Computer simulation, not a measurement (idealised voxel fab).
process module | voxel transistor to metal
cross-section cut | 175 nm wide | cells 5 nm
A cross-section is a grid of square cells, given in bands from the top down. A band is one or more rows of cells.
Each band's line starts with the height of the band's top and of its bottom, in nm. Then come its materials from left to right, each with its width in nm. One material with "throughout" fills the band from edge to edge. "air" is empty space.
Height 0 is the level under which the wafer as received is all one material. The lowest band goes on downwards, as in "0 down".
A width such as "30 to 40" changes by the same amount from each row of cells to the next, from the band's top row to its bottom row.
"no change" after a step means that no cell of the cross-section changed.
closed voids: empty space of 8 cells or more with no open way to the top, each as width x height at its distance from the left edge, in nm
after a step's settings: what the simulator itself notes on the step
overlay nm, on a step with a mask: how far to the right of its planned place the mask lay; to the left if negative
Each pair below shows a cross-section before one step and the cross-section after it, down to the lowest band that changed. The line under each pair gives the step between them, with its settings. The pairs can come from different runs of this module on the same starting wafer, so a pair continues from the pair above only where its "before" says so.
before
  0 down: Si throughout
  closed voids: none
after
  0 to -5: SiO2 throughout
  below -5: unchanged
  closed voids: none
the step between: op OXIDIZE | depth nm 5
before: the cross-section after the pair above
after
  10 to 0: SiN throughout
  below 0: unchanged
  closed voids: none
the step between: op CONFORMAL_DEP | material SiN | thk nm 10
before: the cross-section after the pair above
after
  25 to 10: aC throughout
  below 10: unchanged
  closed voids: none
the step between: op DIRECTIONAL_DEP | material aC | thk nm 15
before: the cross-section after the pair above
after
  60 to 25: air 30 | resist 115 | air 30
  below 25: unchanged
  closed voids: none
the step between: op PATTERN | tone cover | mask id ACTIVE | material resist | width nm 115 | thk nm 35 | overlay nm 0
before: the cross-section after the pair above
after
  45 to 25: air 30 | resist 115 | air 30
  25 to 10: air 30 | aC 115 | air 30
  below 10: unchanged
  closed voids: none
the step between: op DIRECTIONAL_ETCH | etch materials aC | depth nm 15
before: the cross-section after the pair above
after
  25 to 10: air 30 | aC 115 | air 30
  below 10: unchanged
  closed voids: none
the step between: op STRIP | etch materials resist
before: the cross-section after the pair above
after
  25 to 10: air 30 | aC 115 | air 30
  10 to 0: air 30 | SiN 115 | air 30
  below 0: unchanged
  closed voids: none
the step between: op DIRECTIONAL_ETCH | etch materials SiN | depth nm 10
before: the cross-section after the pair above
after
  25 to 10: air 30 | aC 115 | air 30
  10 to 0: air 30 | SiN 115 | air 30
  0 to -5: air 30 | SiO2 115 | air 30
  below -5: unchanged
  closed voids: none
the step between: op DIRECTIONAL_ETCH | etch materials SiO2 | depth nm 5
before: the cross-section after the pair above
after
  25 to 10: air 30 | aC 115 | air 30
  10 to 0: air 30 | SiN 115 | air 30
  0 to -5: air 30 | SiO2 115 | air 30
  -5 to -25: air 30 | Si 115 | air 30
  below -25: unchanged
  closed voids: none
the step between: op DIRECTIONAL_ETCH | etch materials Si | depth nm 20
before: the cross-section after the pair above
after
  10 to 0: air 30 | SiN 115 | air 30
  below 0: unchanged
  closed voids: none
the step between: op STRIP | etch materials aC
before: the cross-section after the pair above
after
  10 to 0: air 30 | SiN 115 | air 30
  0 to -5: air 30 | SiO2 115 | air 30
  -5 to -25: air 30 | SiO2 5 | Si 105 | SiO2 5 | air 30
  -25 to -30: SiO2 35 | Si 105 | SiO2 35
  below -30: unchanged
  closed voids: none
the step between: op OXIDIZE | depth nm 5
before: the cross-section after the pair above
after
  15 to 10: SiO2 throughout
  10 to 0: SiO2 30 | SiN 115 | SiO2 30
  0 to -5: SiO2 throughout
  -5 to -30: SiO2 35 | Si 105 | SiO2 35
  below -30: unchanged
  closed voids: none
the step between: op FILL_DEP | material SiO2 | thk nm 5
before: the cross-section after the pair above
after
  10 to 0: SiO2 30 | SiN 115 | SiO2 30
  below 0: unchanged
  closed voids: none
the step between: op CMP | height nm 10
before: the cross-section after the pair above
after
  10 to 0: air 30 | SiN 115 | air 30
  below 0: unchanged
  closed voids: none
the step between: op SELECTIVE_ETCH | etch materials SiO2 | depth nm 10
before: the cross-section after the pair above
after
  0 to -5: SiO2 throughout
  below -5: unchanged
  closed voids: none
the step between: op STRIP | etch materials SiN
before: the cross-section after the pair above
after
  -5 to -30: SiO2 35 | Si 105 | SiO2 35
  below -30: unchanged
  closed voids: none
the step between: op SELECTIVE_ETCH | etch materials SiO2 | depth nm 5
before: the cross-section after the pair above
after
  -5 to -10: SiO2 throughout
  below -10: unchanged
  closed voids: none
the step between: op OXIDIZE | depth nm 5
before: the cross-section after the pair above
after
  25 to -5: polySi throughout
  below -5: unchanged
  closed voids: none
the step between: op DIRECTIONAL_DEP | material polySi | thk nm 30
before: the cross-section after the pair above
after
  35 to 25: SiCN throughout
  below 25: unchanged
  closed voids: none
the step between: op DIRECTIONAL_DEP | material SiCN | thk nm 10
before: the cross-section after the pair above
after
  50 to 35: air 75 | resist 25 | air 75
  below 35: unchanged
  closed voids: none
the step between: op PATTERN | tone cover | mask id GATE | material resist | width nm 25 | thk nm 15 | overlay nm 0
before: the cross-section after the pair above
after
  50 to 35: air 75 | resist 25 | air 75
  35 to 25: air 75 | SiCN 25 | air 75
  below 25: unchanged
  closed voids: none
the step between: op DIRECTIONAL_ETCH | etch materials SiCN | depth nm 20
before: the cross-section after the pair above
after
  50 to 35: air 75 | resist 25 | air 75
  35 to 25: air 75 | SiCN 25 | air 75
  25 to -5: air 75 | polySi 25 | air 75
  below -5: unchanged
  closed voids: none
the step between: op DIRECTIONAL_ETCH | etch materials polySi | depth nm 40
before: the cross-section after the pair above
after
  35 to 25: air 75 | SiCN 25 | air 75
  below 25: unchanged
  closed voids: none
the step between: op STRIP | etch materials resist
before: the cross-section after the pair above
after
  40 to 35: air 70 | SiO2 35 | air 70
  35 to 25: air 70 | SiO2 5 | SiCN 25 | SiO2 5 | air 70
  25 to 0: air 70 | SiO2 5 | polySi 25 | SiO2 5 | air 70
  0 to -5: SiO2 75 | polySi 25 | SiO2 75
  below -5: unchanged
  closed voids: none
the step between: op CONFORMAL_DEP | material SiO2 | thk nm 5
before: the cross-section after the pair above
after
  35 to 25: air 70 | SiO2 5 | SiCN 25 | SiO2 5 | air 70
  25 to -5: air 70 | SiO2 5 | polySi 25 | SiO2 5 | air 70
  below -5: unchanged
  closed voids: none
the step between: op DIRECTIONAL_ETCH | etch materials SiO2 | depth nm 5
before: the cross-section after the pair above
after
  45 to 35: air 60 | SiN 55 | air 60
  35 to 25: air 60 | SiN 10 | SiO2 5 | SiCN 25 | SiO2 5 | SiN 10 | air 60
  25 to 5: air 60 | SiN 10 | SiO2 5 | polySi 25 | SiO2 5 | SiN 10 | air 60
  5 to -5: SiN 70 | SiO2 5 | polySi 25 | SiO2 5 | SiN 70
  below -5: unchanged
  closed voids: none
the step between: op CONFORMAL_DEP | material SiN | thk nm 10
before: the cross-section after the pair above
after
  35 to 25: air 60 | SiN 10 | SiO2 5 | SiCN 25 | SiO2 5 | SiN 10 | air 60
  25 to -5: air 60 | SiN 10 | SiO2 5 | polySi 25 | SiO2 5 | SiN 10 | air 60
  below -5: unchanged
  closed voids: none
the step between: op DIRECTIONAL_ETCH | etch materials SiN | depth nm 10
before: the cross-section after the pair above
after
  35 to 30: air 60 | SiN 10 | air 5 | SiCN 25 | air 5 | SiN 10 | air 60
  30 to 25: air 60 | SiN 10 | SiO2 5 | SiCN 25 | SiO2 5 | SiN 10 | air 60
  25 to -5: air 60 | SiN 10 | SiO2 5 | polySi 25 | SiO2 5 | SiN 10 | air 60
  -5 to -10: air 60 | SiO2 55 | air 60
  below -10: unchanged
  closed voids: none
the step between: op DIRECTIONAL_ETCH | etch materials SiO2 | depth nm 5
before: the cross-section after the pair above
after
  35 to 30: air 60 | SiN 10 | air 5 | SiCN 25 | air 5 | SiN 10 | air 60
  30 to 25: air 60 | SiN 10 | SiO2 5 | SiCN 25 | SiO2 5 | SiN 10 | air 60
  25 to -5: air 60 | SiN 10 | SiO2 5 | polySi 25 | SiO2 5 | SiN 10 | air 60
  -5 to -10: air 60 | SiO2 55 | air 60
  -10 to -15: SiO2 35 | air 25 | Si 55 | air 25 | SiO2 35
  below -15: unchanged
  closed voids: none
the step between: op DIRECTIONAL_ETCH | etch materials Si | depth nm 5
before: the cross-section after the pair above
after
  35 to 30: air 60 | SiN 10 | air 5 | SiCN 25 | air 5 | SiN 10 | air 60
  30 to 25: air 60 | SiN 10 | SiO2 5 | SiCN 25 | SiO2 5 | SiN 10 | air 60
  25 to -5: air 60 | SiN 10 | SiO2 5 | polySi 25 | SiO2 5 | SiN 10 | air 60
  -5 to -10: air 55 | pSi 5 | SiO2 55 | pSi 5 | air 55
  -10 to -15: SiO2 35 | pSi 25 | Si 55 | pSi 25 | SiO2 35
  below -15: unchanged
  closed voids: none
the step between: op EPI | material pSi | thk nm 5
before: the cross-section after the pair above
after
  40 to 35: SiO2 throughout
  35 to 25: SiO2 60 | SiN 10 | SiO2 5 | SiCN 25 | SiO2 5 | SiN 10 | SiO2 60
  25 to -5: SiO2 60 | SiN 10 | SiO2 5 | polySi 25 | SiO2 5 | SiN 10 | SiO2 60
  -5 to -10: SiO2 55 | pSi 5 | SiO2 55 | pSi 5 | SiO2 55
  below -10: unchanged
  closed voids: none
the step between: op FILL_DEP | material SiO2 | thk nm 5
before: the cross-section after the pair above
after
  25 to -5: SiO2 60 | SiN 10 | SiO2 5 | polySi 25 | SiO2 5 | SiN 10 | SiO2 60
  below -5: unchanged
  closed voids: none
the step between: op CMP | height nm 25
before: the cross-section after the pair above
after
  25 to -5: SiO2 60 | SiN 10 | SiO2 5 | air 25 | SiO2 5 | SiN 10 | SiO2 60
  below -5: unchanged
  closed voids: none
the step between: op STRIP | etch materials polySi
before: the cross-section after the pair above
after
  25 to 20: air 60 | SiN 10 | air 35 | SiN 10 | air 60
  20 to -5: SiO2 60 | SiN 10 | air 35 | SiN 10 | SiO2 60
  -5 to -10: SiO2 55 | pSi 5 | SiO2 10 | air 35 | SiO2 10 | pSi 5 | SiO2 55
  below -10: unchanged
  closed voids: none
the step between: op SELECTIVE_ETCH | etch materials SiO2 | depth nm 5
before: the cross-section after the pair above
after
  30 to 25: air 55 | HfO2 20 | air 25 | HfO2 20 | air 55
  25 to 20: HfO2 60 | SiN 10 | HfO2 5 | air 25 | HfO2 5 | SiN 10 | HfO2 60
  20 to -5: SiO2 60 | SiN 10 | HfO2 5 | air 25 | HfO2 5 | SiN 10 | SiO2 60
  -5 to -10: SiO2 55 | pSi 5 | SiO2 10 | HfO2 35 | SiO2 10 | pSi 5 | SiO2 55
  below -10: unchanged
  closed voids: none
the step between: op CONFORMAL_DEP | material HfO2 | thk nm 5
before: the cross-section after the pair above
after
  35 to 30: air 50 | TiN 30 | air 15 | TiN 30 | air 50
  30 to 25: TiN 55 | HfO2 20 | TiN 5 | air 15 | TiN 5 | HfO2 20 | TiN 55
  25 to 20: HfO2 60 | SiN 10 | HfO2 5 | TiN 5 | air 15 | TiN 5 | HfO2 5 | SiN 10 | HfO2 60
  20 to 0: SiO2 60 | SiN 10 | HfO2 5 | TiN 5 | air 15 | TiN 5 | HfO2 5 | SiN 10 | SiO2 60
  0 to -5: SiO2 60 | SiN 10 | HfO2 5 | TiN 25 | HfO2 5 | SiN 10 | SiO2 60
  below -5: unchanged
  closed voids: none
the step between: op CONFORMAL_DEP | material TiN | thk nm 5
before: the cross-section after the pair above
after
  40 to 35: W throughout
  35 to 30: W 50 | TiN 30 | W 15 | TiN 30 | W 50
  30 to 25: TiN 55 | HfO2 20 | TiN 5 | W 15 | TiN 5 | HfO2 20 | TiN 55
  25 to 20: HfO2 60 | SiN 10 | HfO2 5 | TiN 5 | W 15 | TiN 5 | HfO2 5 | SiN 10 | HfO2 60
  20 to 0: SiO2 60 | SiN 10 | HfO2 5 | TiN 5 | W 15 | TiN 5 | HfO2 5 | SiN 10 | SiO2 60
  below 0: unchanged
  closed voids: none
the step between: op FILL_DEP | material W | thk nm 5
before: the cross-section after the pair above
after
  20 to 0: SiO2 60 | SiN 10 | HfO2 5 | TiN 5 | W 15 | TiN 5 | HfO2 5 | SiN 10 | SiO2 60
  below 0: unchanged
  closed voids: none
the step between: op CMP | height nm 20
before: the cross-section after the pair above
after
  30 to 20: SiO2 throughout
  below 20: unchanged
  closed voids: none
the step between: op DIRECTIONAL_DEP | material SiO2 | thk nm 10
before: the cross-section after the pair above
after
  30 to 20: SiO2 40 | air 20 | SiO2 55 | air 20 | SiO2 40
  20 to 0: SiO2 40 | air 20 | SiN 10 | HfO2 5 | TiN 5 | W 15 | TiN 5 | HfO2 5 | SiN 10 | air 20 | SiO2 40
  0 to -5: SiO2 40 | air 20 | SiN 10 | HfO2 5 | TiN 25 | HfO2 5 | SiN 10 | air 20 | SiO2 40
  -5 to -10: SiO2 40 | air 15 | pSi 5 | SiO2 10 | HfO2 35 | SiO2 10 | pSi 5 | air 15 | SiO2 40
  below -10: unchanged
  closed voids: none
the step between: op MASKED_ETCH | tone open | mask id CONTACT | width nm 20 | pitch nm 75 | etch materials SiO2 | depth nm 40 | overlay nm 0
before: the cross-section after the pair above
after
  35 to 30: TiN 45 | air 10 | TiN 65 | air 10 | TiN 45
  30 to 20: SiO2 40 | TiN 5 | air 10 | TiN 5 | SiO2 55 | TiN 5 | air 10 | TiN 5 | SiO2 40
  20 to 0: SiO2 40 | TiN 5 | air 10 | TiN 5 | SiN 10 | HfO2 5 | TiN 5 | W 15 | TiN 5 | HfO2 5 | SiN 10 | TiN 5 | air 10 | TiN 5 | SiO2 40
  0 to -5: SiO2 40 | TiN 5 | air 5 | TiN 10 | SiN 10 | HfO2 5 | TiN 25 | HfO2 5 | SiN 10 | TiN 10 | air 5 | TiN 5 | SiO2 40
  -5 to -10: SiO2 40 | TiN 15 | pSi 5 | SiO2 10 | HfO2 35 | SiO2 10 | pSi 5 | TiN 15 | SiO2 40
  below -10: unchanged
  closed voids: none
the step between: op CONFORMAL_DEP | material TiN | thk nm 5
before: the cross-section after the pair above
after
  40 to 35: W throughout
  35 to 30: TiN 45 | W 10 | TiN 65 | W 10 | TiN 45
  30 to 20: SiO2 40 | TiN 5 | W 10 | TiN 5 | SiO2 55 | TiN 5 | W 10 | TiN 5 | SiO2 40
  20 to 0: SiO2 40 | TiN 5 | W 10 | TiN 5 | SiN 10 | HfO2 5 | TiN 5 | W 15 | TiN 5 | HfO2 5 | SiN 10 | TiN 5 | W 10 | TiN 5 | SiO2 40
  0 to -5: SiO2 40 | TiN 5 | W 5 | TiN 10 | SiN 10 | HfO2 5 | TiN 25 | HfO2 5 | SiN 10 | TiN 10 | W 5 | TiN 5 | SiO2 40
  below -5: unchanged
  closed voids: none
the step between: op FILL_DEP | material W | thk nm 5
before: the cross-section after the pair above
after
  30 to 20: SiO2 40 | TiN 5 | W 10 | TiN 5 | SiO2 55 | TiN 5 | W 10 | TiN 5 | SiO2 40
  below 20: unchanged
  closed voids: none
the step between: op CMP | height nm 30
before: the cross-section after the pair above
after
  35 to 30: SiCN throughout
  below 30: unchanged
  closed voids: none
the step between: op CONFORMAL_DEP | material SiCN | thk nm 5
before: the cross-section after the pair above
after
  60 to 35: lowk throughout
  below 35: unchanged
  closed voids: none
the step between: op DIRECTIONAL_DEP | material lowk | thk nm 25
before: the cross-section after the pair above
after
  80 to 60: resist 40 | air 20 | resist 55 | air 20 | resist 40
  below 60: unchanged
  closed voids: none
the step between: op PATTERN | tone open | mask id METAL_1 | material resist | width nm 20 | pitch nm 75 | thk nm 20 | overlay nm 0
before: the cross-section after the pair above
after
  80 to 60: resist 40 | air 20 | resist 55 | air 20 | resist 40
  60 to 35: lowk 40 | air 20 | lowk 55 | air 20 | lowk 40
  below 35: unchanged
  closed voids: none
the step between: op DIRECTIONAL_ETCH | etch materials lowk | depth nm 25
before: the cross-section after the pair above
after
  80 to 60: resist 40 | air 20 | resist 55 | air 20 | resist 40
  60 to 35: lowk 40 | air 20 | lowk 55 | air 20 | lowk 40
  35 to 30: SiCN 40 | air 20 | SiCN 55 | air 20 | SiCN 40
  below 30: unchanged
  closed voids: none
the step between: op DIRECTIONAL_ETCH | etch materials SiCN | depth nm 5
before: the cross-section after the pair above
after
  60 to 35: lowk 40 | air 20 | lowk 55 | air 20 | lowk 40
  below 35: unchanged
  closed voids: none
the step between: op STRIP | etch materials resist
before: the cross-section after the pair above
after
  65 to 60: TiN 45 | air 10 | TiN 65 | air 10 | TiN 45
  60 to 35: lowk 40 | TiN 5 | air 10 | TiN 5 | lowk 55 | TiN 5 | air 10 | TiN 5 | lowk 40
  35 to 30: SiCN 40 | TiN 20 | SiCN 55 | TiN 20 | SiCN 40
  below 30: unchanged
  closed voids: none
the step between: op CONFORMAL_DEP | material TiN | thk nm 5
before: the cross-section after the pair above
after
  70 to 65: W throughout
  65 to 60: TiN 45 | W 10 | TiN 65 | W 10 | TiN 45
  60 to 35: lowk 40 | TiN 5 | W 10 | TiN 5 | lowk 55 | TiN 5 | W 10 | TiN 5 | lowk 40
  below 35: unchanged
  closed voids: none
the step between: op FILL_DEP | material W | thk nm 5
before: the cross-section after the pair above
after
  60 to 35: lowk 40 | TiN 5 | W 10 | TiN 5 | lowk 55 | TiN 5 | W 10 | TiN 5 | lowk 40
  below 35: unchanged
  closed voids: none
the step between: op CMP | height nm 60
before: the cross-section after the pair above
after
  65 to 60: air 35 | Ru 30 | air 45 | Ru 30 | air 35
  below 60: unchanged
  closed voids: none
the step between: op EPI | material Ru | thk nm 5
before: the cross-section after the pair above
after
  70 to 65: SiCN throughout
  65 to 60: SiCN 35 | Ru 30 | SiCN 45 | Ru 30 | SiCN 35
  below 60: unchanged
  closed voids: none
the step between: op FILL_DEP | material SiCN | thk nm 5
before: the cross-section after the pair above
after
  95 to 70: lowk throughout
  below 70: unchanged
  closed voids: none
the step between: op DIRECTIONAL_DEP | material lowk | thk nm 25
before: the cross-section after the pair above
after
  110 to 95: resist 40 | air 20 | resist 55 | air 20 | resist 40
  below 95: unchanged
  closed voids: none
the step between: op PATTERN | tone open | mask id METAL_2 | material resist | width nm 20 | pitch nm 75 | thk nm 15 | overlay nm 0
before: the cross-section after the pair above
after
  110 to 95: resist 40 | air 20 | resist 55 | air 20 | resist 40
  95 to 80: lowk 40 | air 20 | lowk 55 | air 20 | lowk 40
  below 80: unchanged
  closed voids: none
the step between: op DIRECTIONAL_ETCH | etch materials lowk | depth nm 15
before: the cross-section after the pair above
after
  95 to 80: lowk 40 | air 20 | lowk 55 | air 20 | lowk 40
  below 80: unchanged
  closed voids: none
the step between: op STRIP | etch materials resist
before: the cross-section after the pair above
after
  110 to 95: resist 40 | air 15 | resist 60 | air 15 | resist 45
  95 to 80: lowk 40 | air 15 | resist 5 | lowk 55 | air 15 | resist 5 | lowk 40
  below 80: unchanged
  closed voids: none
the step between: op PATTERN | tone open | mask id METAL_2_HOLES | material resist | width nm 15 | pitch nm 75 | thk nm 15 | overlay nm 0
before: the cross-section after the pair above
after
  110 to 95: resist 40 | air 15 | resist 60 | air 15 | resist 45
  95 to 80: lowk 40 | air 15 | resist 5 | lowk 55 | air 15 | resist 5 | lowk 40
  80 to 70: lowk 40 | air 15 | lowk 60 | air 15 | lowk 45
  below 70: unchanged
  closed voids: none
the step between: op DIRECTIONAL_ETCH | etch materials lowk | depth nm 10
before: the cross-section after the pair above
after
  110 to 95: resist 40 | air 15 | resist 60 | air 15 | resist 45
  95 to 80: lowk 40 | air 15 | resist 5 | lowk 55 | air 15 | resist 5 | lowk 40
  80 to 70: lowk 40 | air 15 | lowk 60 | air 15 | lowk 45
  70 to 65: SiCN 40 | air 15 | SiCN 60 | air 15 | SiCN 45
  below 65: unchanged
  closed voids: none
the step between: op DIRECTIONAL_ETCH | etch materials SiCN | depth nm 5
before: the cross-section after the pair above
after
  95 to 80: lowk 40 | air 20 | lowk 55 | air 20 | lowk 40
  below 80: unchanged
  closed voids: none
the step between: op STRIP | etch materials resist
before: the cross-section after the pair above
after
  100 to 95: TiN 45 | air 10 | TiN 65 | air 10 | TiN 45
  95 to 85: lowk 40 | TiN 5 | air 10 | TiN 5 | lowk 55 | TiN 5 | air 10 | TiN 5 | lowk 40
  85 to 80: lowk 40 | TiN 5 | air 5 | TiN 10 | lowk 55 | TiN 5 | air 5 | TiN 10 | lowk 40
  80 to 70: lowk 40 | TiN 5 | air 5 | TiN 5 | lowk 60 | TiN 5 | air 5 | TiN 5 | lowk 45
  70 to 65: SiCN 40 | TiN 15 | SiCN 60 | TiN 15 | SiCN 45
  below 65: unchanged
  closed voids: none
the step between: op CONFORMAL_DEP | material TiN | thk nm 5
before: the cross-section after the pair above
after
  105 to 100: Cu throughout
  100 to 95: TiN 45 | Cu 10 | TiN 65 | Cu 10 | TiN 45
  95 to 85: lowk 40 | TiN 5 | Cu 10 | TiN 5 | lowk 55 | TiN 5 | Cu 10 | TiN 5 | lowk 40
  85 to 80: lowk 40 | TiN 5 | Cu 5 | TiN 10 | lowk 55 | TiN 5 | Cu 5 | TiN 10 | lowk 40
  80 to 70: lowk 40 | TiN 5 | Cu 5 | TiN 5 | lowk 60 | TiN 5 | Cu 5 | TiN 5 | lowk 45
  below 70: unchanged
  closed voids: none
the step between: op FILL_DEP | material Cu | thk nm 5
before: the cross-section after the pair above
after
  95 to 85: lowk 40 | TiN 5 | Cu 10 | TiN 5 | lowk 55 | TiN 5 | Cu 10 | TiN 5 | lowk 40
  below 85: unchanged
  closed voids: none
the step between: op CMP | height nm 95
before: the cross-section after the pair above
after
  100 to 95: SiN throughout
  below 95: unchanged
  closed voids: none
the step between: op CONFORMAL_DEP | material SiN | thk nm 5
before
  35 to 25: air 75 | SiCN 25 | air 75
  25 to -5: air 75 | polySi 25 | air 75
  -5 to -10: SiO2 throughout
  -10 to -30: SiO2 35 | Si 105 | SiO2 35
  -30 down: Si throughout
  closed voids: none
after
  35 to 25: air 75 | SiCN 25 | air 75
  25 to -5: air 75 | polySi 25 | air 75
  -5 to -10: air 75 | SiO2 25 | air 75
  below -10: unchanged
  closed voids: none
the step between: op DIRECTIONAL_ETCH | etch materials SiO2 | depth nm 5
before: the cross-section after the pair above
after
  45 to 35: air 65 | SiN 45 | air 65
  35 to 25: air 65 | SiN 10 | SiCN 25 | SiN 10 | air 65
  25 to 0: air 65 | SiN 10 | polySi 25 | SiN 10 | air 65
  0 to -5: SiN 75 | polySi 25 | SiN 75
  -5 to -10: SiN 75 | SiO2 25 | SiN 75
  below -10: unchanged
  closed voids: none
the step between: op CONFORMAL_DEP | material SiN | thk nm 10
before: the cross-section after the pair above
after
  35 to 25: air 65 | SiN 10 | SiCN 25 | SiN 10 | air 65
  25 to -5: air 65 | SiN 10 | polySi 25 | SiN 10 | air 65
  -5 to -10: air 65 | SiN 10 | SiO2 25 | SiN 10 | air 65
  below -10: unchanged
  closed voids: none
the step between: op DIRECTIONAL_ETCH | etch materials SiN | depth nm 10
before: the cross-section after the pair above
after
  35 to 25: air 65 | SiN 10 | SiCN 25 | SiN 10 | air 65
  25 to -5: air 65 | SiN 10 | polySi 25 | SiN 10 | air 65
  -5 to -10: air 65 | SiN 10 | SiO2 25 | SiN 10 | air 65
  -10 to -15: air 35 | Si 105 | air 35
  below -15: unchanged
  closed voids: none
the step between: op DIRECTIONAL_ETCH | etch materials SiO2 | depth nm 5
before: the cross-section after the pair above
after
  35 to 25: air 65 | SiN 10 | SiCN 25 | SiN 10 | air 65
  25 to -5: air 65 | SiN 10 | polySi 25 | SiN 10 | air 65
  -5 to -10: air 65 | SiN 10 | SiO2 25 | SiN 10 | air 65
  -10 to -15: air 65 | Si 45 | air 65
  below -15: unchanged
  closed voids: none
the step between: op DIRECTIONAL_ETCH | etch materials Si | depth nm 5
before: the cross-section after the pair above
after
  35 to 25: air 65 | SiN 10 | SiCN 25 | SiN 10 | air 65
  25 to -5: air 65 | SiN 10 | polySi 25 | SiN 10 | air 65
  -5 to -10: air 60 | pSi 5 | SiN 10 | SiO2 25 | SiN 10 | pSi 5 | air 60
  -10 to -15: air 30 | pSi 35 | Si 45 | pSi 35 | air 30
  below -15: unchanged
  closed voids: none
the step between: op EPI | material pSi | thk nm 5
before: the cross-section after the pair above
after
  40 to 35: SiO2 throughout
  35 to 25: SiO2 65 | SiN 10 | SiCN 25 | SiN 10 | SiO2 65
  25 to -5: SiO2 65 | SiN 10 | polySi 25 | SiN 10 | SiO2 65
  -5 to -10: SiO2 60 | pSi 5 | SiN 10 | SiO2 25 | SiN 10 | pSi 5 | SiO2 60
  -10 to -15: SiO2 30 | pSi 35 | Si 45 | pSi 35 | SiO2 30
  below -15: unchanged
  closed voids: none
the step between: op FILL_DEP | material SiO2 | thk nm 5
before: the cross-section after the pair above
after
  25 to -5: SiO2 65 | SiN 10 | polySi 25 | SiN 10 | SiO2 65
  below -5: unchanged
  closed voids: none
the step between: op CMP | height nm 25
before: the cross-section after the pair above
after
  25 to -5: SiO2 65 | SiN 10 | air 25 | SiN 10 | SiO2 65
  below -5: unchanged
  closed voids: none
the step between: op STRIP | etch materials polySi
before: the cross-section after the pair above
after
  25 to 20: air 65 | SiN 10 | air 25 | SiN 10 | air 65
  20 to -5: SiO2 65 | SiN 10 | air 25 | SiN 10 | SiO2 65
  -5 to -10: SiO2 60 | pSi 5 | SiN 10 | air 25 | SiN 10 | pSi 5 | SiO2 60
  below -10: unchanged
  closed voids: none
the step between: op SELECTIVE_ETCH | etch materials SiO2 | depth nm 5
before: the cross-section after the pair above
after
  30 to 25: air 60 | HfO2 20 | air 15 | HfO2 20 | air 60
  25 to 20: HfO2 65 | SiN 10 | HfO2 5 | air 15 | HfO2 5 | SiN 10 | HfO2 65
  20 to -5: SiO2 65 | SiN 10 | HfO2 5 | air 15 | HfO2 5 | SiN 10 | SiO2 65
  -5 to -10: SiO2 60 | pSi 5 | SiN 10 | HfO2 25 | SiN 10 | pSi 5 | SiO2 60
  below -10: unchanged
  closed voids: none
the step between: op CONFORMAL_DEP | material HfO2 | thk nm 5
before: the cross-section after the pair above
after
  35 to 30: air 55 | TiN 30 | air 5 | TiN 30 | air 55
  30 to 25: TiN 60 | HfO2 20 | TiN 5 | air 5 | TiN 5 | HfO2 20 | TiN 60
  25 to 20: HfO2 65 | SiN 10 | HfO2 5 | TiN 5 | air 5 | TiN 5 | HfO2 5 | SiN 10 | HfO2 65
  20 to 0: SiO2 65 | SiN 10 | HfO2 5 | TiN 5 | air 5 | TiN 5 | HfO2 5 | SiN 10 | SiO2 65
  0 to -5: SiO2 65 | SiN 10 | HfO2 5 | TiN 15 | HfO2 5 | SiN 10 | SiO2 65
  below -5: unchanged
  closed voids: none
the step between: op CONFORMAL_DEP | material TiN | thk nm 5
before: the cross-section after the pair above
after
  40 to 35: W throughout
  35 to 30: W 55 | TiN 30 | W 5 | TiN 30 | W 55
  30 to 25: TiN 60 | HfO2 20 | TiN 5 | W 5 | TiN 5 | HfO2 20 | TiN 60
  25 to 20: HfO2 65 | SiN 10 | HfO2 5 | TiN 5 | W 5 | TiN 5 | HfO2 5 | SiN 10 | HfO2 65
  20 to 0: SiO2 65 | SiN 10 | HfO2 5 | TiN 5 | W 5 | TiN 5 | HfO2 5 | SiN 10 | SiO2 65
  below 0: unchanged
  closed voids: none
the step between: op FILL_DEP | material W | thk nm 5
before: the cross-section after the pair above
after
  20 to 0: SiO2 65 | SiN 10 | HfO2 5 | TiN 5 | W 5 | TiN 5 | HfO2 5 | SiN 10 | SiO2 65
  below 0: unchanged
  closed voids: none
the step between: op CMP | height nm 20
before: the cross-section after the pair above
after
  30 to 20: SiO2 throughout
  below 20: unchanged
  closed voids: none
the step between: op DIRECTIONAL_DEP | material SiO2 | thk nm 10
before: the cross-section after the pair above
after
  30 to 20: SiO2 40 | air 20 | SiO2 55 | air 20 | SiO2 40
  20 to 0: SiO2 40 | air 20 | SiO2 5 | SiN 10 | HfO2 5 | TiN 5 | W 5 | TiN 5 | HfO2 5 | SiN 10 | SiO2 5 | air 20 | SiO2 40
  0 to -5: SiO2 40 | air 20 | SiO2 5 | SiN 10 | HfO2 5 | TiN 15 | HfO2 5 | SiN 10 | SiO2 5 | air 20 | SiO2 40
  -5 to -10: SiO2 40 | air 20 | pSi 5 | SiN 10 | HfO2 25 | SiN 10 | pSi 5 | air 20 | SiO2 40
  below -10: unchanged
  closed voids: none
the step between: op MASKED_ETCH | tone open | mask id CONTACT | width nm 20 | pitch nm 75 | etch materials SiO2 | depth nm 40 | overlay nm 0
before: the cross-section after the pair above
after
  35 to 30: TiN 45 | air 10 | TiN 65 | air 10 | TiN 45
  30 to 20: SiO2 40 | TiN 5 | air 10 | TiN 5 | SiO2 55 | TiN 5 | air 10 | TiN 5 | SiO2 40
  20 to 0: SiO2 40 | TiN 5 | air 10 | TiN 5 | SiO2 5 | SiN 10 | HfO2 5 | TiN 5 | W 5 | TiN 5 | HfO2 5 | SiN 10 | SiO2 5 | TiN 5 | air 10 | TiN 5 | SiO2 40
  0 to -5: SiO2 40 | TiN 5 | air 10 | TiN 5 | SiO2 5 | SiN 10 | HfO2 5 | TiN 15 | HfO2 5 | SiN 10 | SiO2 5 | TiN 5 | air 10 | TiN 5 | SiO2 40
  -5 to -10: SiO2 40 | TiN 20 | pSi 5 | SiN 10 | HfO2 25 | SiN 10 | pSi 5 | TiN 20 | SiO2 40
  below -10: unchanged
  closed voids: none
the step between: op CONFORMAL_DEP | material TiN | thk nm 5
before: the cross-section after the pair above
after
  40 to 35: W throughout
  35 to 30: TiN 45 | W 10 | TiN 65 | W 10 | TiN 45
  30 to 20: SiO2 40 | TiN 5 | W 10 | TiN 5 | SiO2 55 | TiN 5 | W 10 | TiN 5 | SiO2 40
  20 to 0: SiO2 40 | TiN 5 | W 10 | TiN 5 | SiO2 5 | SiN 10 | HfO2 5 | TiN 5 | W 5 | TiN 5 | HfO2 5 | SiN 10 | SiO2 5 | TiN 5 | W 10 | TiN 5 | SiO2 40
  0 to -5: SiO2 40 | TiN 5 | W 10 | TiN 5 | SiO2 5 | SiN 10 | HfO2 5 | TiN 15 | HfO2 5 | SiN 10 | SiO2 5 | TiN 5 | W 10 | TiN 5 | SiO2 40
  below -5: unchanged
  closed voids: none
the step between: op FILL_DEP | material W | thk nm 5
before: the cross-section after the pair above
after
  30 to 20: SiO2 40 | TiN 5 | W 10 | TiN 5 | SiO2 55 | TiN 5 | W 10 | TiN 5 | SiO2 40
  below 20: unchanged
  closed voids: none
the step between: op CMP | height nm 30
